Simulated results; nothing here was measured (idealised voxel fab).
voxel fin reveal: a process module
FYI the section here is cut, 175 nm wide, cells are 5 nm squares.
Cross-section spec: square-cell grid; bands listed top down; each band is one or more rows. First you get the band's top height and its bottom height, in nm, and then the materials it's made of, left to right, with each width in nm. If you see a single material with "everywhere", that one covers the band edge to edge. "empty" is empty space. Beneath 0, the wafer as received is one material, and that level is where height counting begins. The lowest band goes on downward without a bottom; it is written like "z 0 and below". Graded width ("30 to 40"): value in top row of band = first number; value in bottom row = second number; row-to-row change constant. The designation "no alteration", where it is given for a processing step, indicates that no cell of the cross-section was altered in the course of that step. In "Closed voids list" the enclosed voids are listed, meaning empty spaces of 8 cells or larger without any opening to the top. The form is width x height at distance, distance from the left edge, units nm. Read whatever lies past the settings on a step's line as the simulator's own remark about the step. overlay nm, on a step with a mask: how far to the right of its planned place the mask lay; to the left if negative.

# The following list gives the planned process steps
step 1: RECEIVE (material Si)
step 2: CONFORMAL_DEP (material SiN; thk nm 5)
step 3: MASKED_ETCH (tone cover; mask id FINS; width nm 15; pitch nm 40; etch materials SiN; depth nm 5; overlay nm 0)
step 4: MASKED_ETCH (tone cover; mask id FINS; width nm 15; pitch nm 40; etch materials Si; depth nm 30; overlay nm 0)
step 5: FILL_DEP (material SiO2; thk nm 10)
step 6: CMP (height nm 5)
step 7: SELECTIVE_ETCH (etch materials SiO2; depth nm 25)
step 8: STRIP (etch materials SiN)

# What follows covers the first of two wafers; it ran as planned

# Cross-section of the wafer as it came to us, i.e., already through step 1
> z 0 and below: Si everywhere
> Closed voids list: none

# Once step 2 is through, the wafer looks like this in cross-section
> z 5 to 0: SiN everywhere
> Beneath the level 0, the cross-section is identical to its previous state.

# Once step 3 is through, the wafer looks like this in cross-section
> z 5 to 0: empty=40, SiN=15, empty=25, SiN=15, empty=25, SiN=15, empty=40
> Beneath the level 0, the cross-section is identical to its previous state.

# Once step 4 is through, the wafer looks like this in cross-section
> z 5 to 0: empty=40, SiN=15, empty=25, SiN=15, empty=25, SiN=15, empty=40
> z 0 to -30: empty=40, Si=15, empty=25, Si=15, empty=25, Si=15, empty=40
> Beneath the level -30, the cross-section is identical to its previous state.

# Once step 5 is through, the wafer looks like this in cross-section
> z 15 to 5: SiO2 everywhere
> z 5 to 0: SiO2=40, SiN=15, SiO2=25, SiN=15, SiO2=25, SiN=15, SiO2=40
> z 0 to -30: SiO2=40, Si=15, SiO2=25, Si=15, SiO2=25, Si=15, SiO2=40
> Beneath the level -30, the cross-section is identical to its previous state.

# Once step 6 is through, the wafer looks like this in cross-section
> z 5 to 0: SiO2=40, SiN=15, SiO2=25, SiN=15, SiO2=25, SiN=15, SiO2=40
> Beneath the level 0, the cross-section is identical to its previous state.

# Once step 7 is through, the wafer looks like this in cross-section
> z 5 to 0: empty=40, SiN=15, empty=25, SiN=15, empty=25, SiN=15, empty=40
> z 0 to -20: empty=40, Si=15, empty=25, Si=15, empty=25, Si=15, empty=40
> Beneath the level -20, the cross-section is identical to its previous state.

# Once step 8 is through, the wafer looks like this in cross-section
> z 0 to -20: empty=40, Si=15, empty=25, Si=15, empty=25, Si=15, empty=40
> Beneath the level -20, the cross-section is identical to its previous state.

# For the second wafer, take the first wafer's start and plan, then add one mistake made in running it; everything through step 7, that step included, is shared with the first

# Cross-sectional view of the second wafer at the intended end time of process step 8
> z 5 to 0: empty=40, SiN=15, empty=25, SiN=15, empty=25, SiN=15, empty=40
> z 0 to -30: empty=40, Si=15, empty=25, Si=15, empty=25, Si=15, empty=40
> Beneath the level -30, the cross-section is identical to its previous state.
Against the plan, the run slipped here: for step 8, the planned setting was not used; the step was instead run as STRIP (etch materials SiO2)
Final cells, second wafer relative to first, materials higher or lower: SiN: 9 more | SiO2: 52 fewer
